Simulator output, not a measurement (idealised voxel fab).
The following is a process module called voxel self aligned contacts.
Cross-section cut: width 235 nm, square cells of 5 nm.
Cross-section = grid of square cells, listed top down in bands; band = one or more rows. Top height, bottom height, nm. Materials left to right, width each, nm. Single material + "all across" = fills band edge to edge. "blank" = empty. We count height from 0. Below that, the starting wafer is all one material. The lowest band never ends at the bottom but goes on down; see "0 and below" for how that is written. The notation "30..40" denotes a width that varies across the rows of cells in the band, beginning at the first number in the top row, finishing at the second number in the bottom row, and changing by an identical amount from each row to the next. "nothing different" -> step changed no cross-section cell. This entry, "Sealed internal cavities", enumerates those empty regions of no fewer than 8 cells that possess no open connection to the top. Each region is reported in the form width x height at distance, the distance being taken from the left edge, with all three quantities expressed in nm. Whatever follows a step's settings on its line is a remark the simulator itself makes about that step. overlay nm: mask offset rightward from planned place, masked step; negative means leftward offset.

Intended process steps
1 RECEIVE [material Si]
2 CONFORMAL_DEP [material SiO2] [thk nm 5]
3 DIRECTIONAL_DEP [material polySi] [thk nm 30]
4 DIRECTIONAL_DEP [material SiN] [thk nm 20]
5 DIRECTIONAL_DEP [material aC] [thk nm 15]
6 PATTERN [tone cover] [mask id GATE] [material resist] [width nm 35] [pitch nm 75] [thk nm 30] [overlay nm 0]
7 DIRECTIONAL_ETCH [etch materials aC] [depth nm 15]
8 STRIP [etch materials resist]
9 DIRECTIONAL_ETCH [etch materials SiN] [depth nm 20]
10 DIRECTIONAL_ETCH [etch materials polySi] [depth nm 30]
11 STRIP [etch materials aC]
12 CONFORMAL_DEP [material SiN] [thk nm 10]
13 DIRECTIONAL_ETCH [etch materials SiN] [depth nm 10]
14 FILL_DEP [material SiO2] [thk nm 20]
15 CMP [height nm 65]
16 DIRECTIONAL_DEP [material aC] [thk nm 15]
17 PATTERN [tone open] [mask id CONTACT] [material resist] [width nm 50] [pitch nm 75] [thk nm 35] [overlay nm 0]
18 DIRECTIONAL_ETCH [etch materials aC] [depth nm 15]
19 STRIP [etch materials resist]
20 DIRECTIONAL_ETCH [etch materials SiO2] [depth nm 65]
21 STRIP [etch materials aC]
22 CONFORMAL_DEP [material TiN] [thk nm 5]
23 FILL_DEP [material W] [thk nm 10]
24 CMP [height nm 65]
25 CONFORMAL_DEP [material SiCN] [thk nm 5]

Wafer, first of two, run as planned

As-received state of the wafer in cross-section, equivalent to post-step 1
    0 and below: Si all across
    Sealed internal cavities: none

State of the wafer after step 2, shown in cross-section
    5 down to 0: SiO2 all across
    Note: structure below 0 unchanged.

State of the wafer after step 3, shown in cross-section
    35 down to 5: polySi all across
    Note: structure below 5 unchanged.

State of the wafer after step 4, shown in cross-section
    55 down to 35: SiN all across
    Note: structure below 35 unchanged.

State of the wafer after step 5, shown in cross-section
    70 down to 55: aC all across
    Note: structure below 55 unchanged.

State of the wafer after step 6, shown in cross-section
    100 down to 70: blank 25 | resist 35 | blank 40 | resist 35 | blank 40 | resist 35 | blank 25
    Note: structure below 70 unchanged.

State of the wafer after step 7, shown in cross-section
    85 down to 70: blank 25 | resist 35 | blank 40 | resist 35 | blank 40 | resist 35 | blank 25
    70 down to 55: blank 25 | aC 35 | blank 40 | aC 35 | blank 40 | aC 35 | blank 25
    Note: structure below 55 unchanged.

State of the wafer after step 8, shown in cross-section
    70 down to 55: blank 25 | aC 35 | blank 40 | aC 35 | blank 40 | aC 35 | blank 25
    Note: structure below 55 unchanged.

State of the wafer after step 9, shown in cross-section
    70 down to 55: blank 25 | aC 35 | blank 40 | aC 35 | blank 40 | aC 35 | blank 25
    55 down to 35: blank 25 | SiN 35 | blank 40 | SiN 35 | blank 40 | SiN 35 | blank 25
    Note: structure below 35 unchanged.

State of the wafer after step 10, shown in cross-section
    70 down to 55: blank 25 | aC 35 | blank 40 | aC 35 | blank 40 | aC 35 | blank 25
    55 down to 35: blank 25 | SiN 35 | blank 40 | SiN 35 | blank 40 | SiN 35 | blank 25
    35 down to 5: blank 25 | polySi 35 | blank 40 | polySi 35 | blank 40 | polySi 35 | blank 25
    Note: structure below 5 unchanged.

State of the wafer after step 11, shown in cross-section
    55 down to 35: blank 25 | SiN 35 | blank 40 | SiN 35 | blank 40 | SiN 35 | blank 25
    Note: structure below 35 unchanged.

State of the wafer after step 12, shown in cross-section
    65 down to 35: blank 15 | SiN 55 | blank 20 | SiN 55 | blank 20 | SiN 55 | blank 15
    35 down to 15: blank 15 | SiN 10 | polySi 35 | SiN 10 | blank 20 | SiN 10 | polySi 35 | SiN 10 | blank 20 | SiN 10 | polySi 35 | SiN 10 | blank 15
    15 down to 5: SiN 25 | polySi 35 | SiN 40 | polySi 35 | SiN 40 | polySi 35 | SiN 25
    Note: structure below 5 unchanged.

State of the wafer after step 13, shown in cross-section
    55 down to 35: blank 15 | SiN 55 | blank 20 | SiN 55 | blank 20 | SiN 55 | blank 15
    35 down to 5: blank 15 | SiN 10 | polySi 35 | SiN 10 | blank 20 | SiN 10 | polySi 35 | SiN 10 | blank 20 | SiN 10 | polySi 35 | SiN 10 | blank 15
    Note: structure below 5 unchanged.

State of the wafer after step 14, shown in cross-section
    75 down to 55: SiO2 all across
    55 down to 35: SiO2 15 | SiN 55 | SiO2 20 | SiN 55 | SiO2 20 | SiN 55 | SiO2 15
    35 down to 5: SiO2 15 | SiN 10 | polySi 35 | SiN 10 | SiO2 20 | SiN 10 | polySi 35 | SiN 10 | SiO2 20 | SiN 10 | polySi 35 | SiN 10 | SiO2 15
    Note: structure below 5 unchanged.

State of the wafer after step 15, shown in cross-section
    65 down to 55: SiO2 all across
    Note: structure below 55 unchanged.

State of the wafer after step 16, shown in cross-section
    80 down to 65: aC all across
    Note: structure below 65 unchanged.

State of the wafer after step 17, shown in cross-section
    115 down to 80: resist 55 | blank 50 | resist 25 | blank 50 | resist 55
    Note: structure below 80 unchanged.

State of the wafer after step 18, shown in cross-section
    100 down to 80: resist 55 | blank 50 | resist 25 | blank 50 | resist 55
    80 down to 65: aC 55 | blank 50 | aC 25 | blank 50 | aC 55
    Note: structure below 65 unchanged.

State of the wafer after step 19, shown in cross-section
    80 down to 65: aC 55 | blank 50 | aC 25 | blank 50 | aC 55
    Note: structure below 65 unchanged.

State of the wafer after step 20, shown in cross-section
    80 down to 65: aC 55 | blank 50 | aC 25 | blank 50 | aC 55
    65 down to 55: SiO2 55 | blank 50 | SiO2 25 | blank 50 | SiO2 55
    55 down to 35: SiO2 15 | SiN 55 | blank 20 | SiN 55 | blank 20 | SiN 55 | SiO2 15
    35 down to 5: SiO2 15 | SiN 10 | polySi 35 | SiN 10 | blank 20 | SiN 10 | polySi 35 | SiN 10 | blank 20 | SiN 10 | polySi 35 | SiN 10 | SiO2 15
    5 down to 0: SiO2 70 | blank 20 | SiO2 55 | blank 20 | SiO2 70
    Note: structure below 0 unchanged.

State of the wafer after step 21, shown in cross-section
    65 down to 55: SiO2 55 | blank 50 | SiO2 25 | blank 50 | SiO2 55
    Note: structure below 55 unchanged.

State of the wafer after step 22, shown in cross-section
    70 down to 65: TiN 60 | blank 40 | TiN 35 | blank 40 | TiN 60
    65 down to 55: SiO2 55 | TiN 5..20 | blank 40..10 | TiN 5..20 | SiO2 25 | TiN 5..20 | blank 40..10 | TiN 5..20 | SiO2 55
    55 down to 35: SiO2 15 | SiN 55 | TiN 5 | blank 10 | TiN 5 | SiN 55 | TiN 5 | blank 10 | TiN 5 | SiN 55 | SiO2 15
    35 down to 5: SiO2 15 | SiN 10 | polySi 35 | SiN 10 | TiN 5 | blank 10 | TiN 5 | SiN 10 | polySi 35 | SiN 10 | TiN 5 | blank 10 | TiN 5 | SiN 10 | polySi 35 | SiN 10 | SiO2 15
    5 down to 0: SiO2 70 | TiN 20 | SiO2 55 | TiN 20 | SiO2 70
    Note: structure below 0 unchanged.

State of the wafer after step 23, shown in cross-section
    80 down to 70: W all across
    70 down to 65: TiN 60 | W 40 | TiN 35 | W 40 | TiN 60
    65 down to 55: SiO2 55 | TiN 5..20 | W 40..10 | TiN 5..20 | SiO2 25 | TiN 5..20 | W 40..10 | TiN 5..20 | SiO2 55
    55 down to 35: SiO2 15 | SiN 55 | TiN 5 | W 10 | TiN 5 | SiN 55 | TiN 5 | W 10 | TiN 5 | SiN 55 | SiO2 15
    35 down to 5: SiO2 15 | SiN 10 | polySi 35 | SiN 10 | TiN 5 | W 10 | TiN 5 | SiN 10 | polySi 35 | SiN 10 | TiN 5 | W 10 | TiN 5 | SiN 10 | polySi 35 | SiN 10 | SiO2 15
    Note: structure below 5 unchanged.

State of the wafer after step 24, shown in cross-section
    65 down to 55: SiO2 55 | TiN 5..20 | W 40..10 | TiN 5..20 | SiO2 25 | TiN 5..20 | W 40..10 | TiN 5..20 | SiO2 55
    Note: structure below 55 unchanged.

State of the wafer after step 25, shown in cross-section
    70 down to 65: SiCN all across
    Note: structure below 65 unchanged.

Second wafer - shared start and plan with the first - one error in running - same as the first up to step 2 inclusive

Planned end of step 3: second wafer, cross-section
    25 down to 5: SiN all across
    Note: structure below 5 unchanged.

Planned end of step 4: second wafer, cross-section
    55 down to 25: polySi all across
    Note: structure below 25 unchanged.

Planned end of step 5: second wafer, cross-section
    70 down to 55: aC all across
    Note: structure below 55 unchanged.

Planned end of step 6: second wafer, cross-section
    100 down to 70: blank 25 | resist 35 | blank 40 | resist 35 | blank 40 | resist 35 | blank 25
    Note: structure below 70 unchanged.

Planned end of step 7: second wafer, cross-section
    85 down to 70: blank 25 | resist 35 | blank 40 | resist 35 | blank 40 | resist 35 | blank 25
    70 down to 55: blank 25 | aC 35 | blank 40 | aC 35 | blank 40 | aC 35 | blank 25
    Note: structure below 55 unchanged.

Planned end of step 8: second wafer, cross-section
    70 down to 55: blank 25 | aC 35 | blank 40 | aC 35 | blank 40 | aC 35 | blank 25
    Note: structure below 55 unchanged.

Planned end of step 9: second wafer, cross-section: nothing different

Planned end of step 10: second wafer, cross-section
    70 down to 55: blank 25 | aC 35 | blank 40 | aC 35 | blank 40 | aC 35 | blank 25
    55 down to 25: blank 25 | polySi 35 | blank 40 | polySi 35 | blank 40 | polySi 35 | blank 25
    Note: structure below 25 unchanged.

Planned end of step 11: second wafer, cross-section
    55 down to 25: blank 25 | polySi 35 | blank 40 | polySi 35 | blank 40 | polySi 35 | blank 25
    Note: structure below 25 unchanged.

Planned end of step 12: second wafer, cross-section
    65 down to 55: blank 15 | SiN 55 | blank 20 | SiN 55 | blank 20 | SiN 55 | blank 15
    55 down to 35: blank 15 | SiN 10 | polySi 35 | SiN 10 | blank 20 | SiN 10 | polySi 35 | SiN 10 | blank 20 | SiN 10 | polySi 35 | SiN 10 | blank 15
    35 down to 25: SiN 25 | polySi 35 | SiN 40 | polySi 35 | SiN 40 | polySi 35 | SiN 25
    Note: structure below 25 unchanged.

Planned end of step 13: second wafer, cross-section
    55 down to 25: blank 15 | SiN 10 | polySi 35 | SiN 10 | blank 20 | SiN 10 | polySi 35 | SiN 10 | blank 20 | SiN 10 | polySi 35 | SiN 10 | blank 15
    Note: structure below 25 unchanged.

Planned end of step 14: second wafer, cross-section
    75 down to 55: SiO2 all across
    55 down to 25: SiO2 15 | SiN 10 | polySi 35 | SiN 10 | SiO2 20 | SiN 10 | polySi 35 | SiN 10 | SiO2 20 | SiN 10 | polySi 35 | SiN 10 | SiO2 15
    Note: structure below 25 unchanged.

Planned end of step 15: second wafer, cross-section
    65 down to 55: SiO2 all across
    Note: structure below 55 unchanged.

Planned end of step 16: second wafer, cross-section
    80 down to 65: aC all across
    Note: structure below 65 unchanged.

Planned end of step 17: second wafer, cross-section
    115 down to 80: resist 55 | blank 50 | resist 25 | blank 50 | resist 55
    Note: structure below 80 unchanged.

Planned end of step 18: second wafer, cross-section
    100 down to 80: resist 55 | blank 50 | resist 25 | blank 50 | resist 55
    80 down to 65: aC 55 | blank 50 | aC 25 | blank 50 | aC 55
    Note: structure below 65 unchanged.

Planned end of step 19: second wafer, cross-section
    80 down to 65: aC 55 | blank 50 | aC 25 | blank 50 | aC 55
    Note: structure below 65 unchanged.

Planned end of step 20: second wafer, cross-section
    80 down to 65: aC 55 | blank 50 | aC 25 | blank 50 | aC 55
    65 down to 55: SiO2 55 | blank 50 | SiO2 25 | blank 50 | SiO2 55
    55 down to 25: SiO2 15 | SiN 10 | polySi 35 | SiN 10 | blank 20 | SiN 10 | polySi 35 | SiN 10 | blank 20 | SiN 10 | polySi 35 | SiN 10 | SiO2 15
    Note: structure below 25 unchanged.

Planned end of step 21: second wafer, cross-section
    65 down to 55: SiO2 55 | blank 50 | SiO2 25 | blank 50 | SiO2 55
    Note: structure below 55 unchanged.

Planned end of step 22: second wafer, cross-section
    70 down to 65: TiN 60 | blank 40 | TiN 35 | blank 40 | TiN 60
    65 down to 55: SiO2 55 | TiN 5..20 | blank 40..10 | TiN 5..20 | SiO2 25 | TiN 5..20 | blank 40..10 | TiN 5..20 | SiO2 55
    55 down to 30: SiO2 15 | SiN 10 | polySi 35 | SiN 10 | TiN 5 | blank 10 | TiN 5 | SiN 10 | polySi 35 | SiN 10 | TiN 5 | blank 10 | TiN 5 | SiN 10 | polySi 35 | SiN 10 | SiO2 15
    30 down to 25: SiO2 15 | SiN 10 | polySi 35 | SiN 10 | TiN 20 | SiN 10 | polySi 35 | SiN 10 | TiN 20 | SiN 10 | polySi 35 | SiN 10 | SiO2 15
    Note: structure below 25 unchanged.

Planned end of step 23: second wafer, cross-section
    80 down to 70: W all across
    70 down to 65: TiN 60 | W 40 | TiN 35 | W 40 | TiN 60
    65 down to 55: SiO2 55 | TiN 5..20 | W 40..10 | TiN 5..20 | SiO2 25 | TiN 5..20 | W 40..10 | TiN 5..20 | SiO2 55
    55 down to 30: SiO2 15 | SiN 10 | polySi 35 | SiN 10 | TiN 5 | W 10 | TiN 5 | SiN 10 | polySi 35 | SiN 10 | TiN 5 | W 10 | TiN 5 | SiN 10 | polySi 35 | SiN 10 | SiO2 15
    Note: structure below 30 unchanged.

Planned end of step 24: second wafer, cross-section
    65 down to 55: SiO2 55 | TiN 5..20 | W 40..10 | TiN 5..20 | SiO2 25 | TiN 5..20 | W 40..10 | TiN 5..20 | SiO2 55
    Note: structure below 55 unchanged.

Planned end of step 25: second wafer, cross-section
    70 down to 65: SiCN all across
    Note: structure below 65 unchanged.
Where did the run depart from the plan? ran 3 and 4 in swapped order versus the plan
Materials where the second wafer ends with more or fewer cells than the first: 56 more of SiN; 16 fewer of SiO2; 20 fewer of TiN; 20 fewer of W
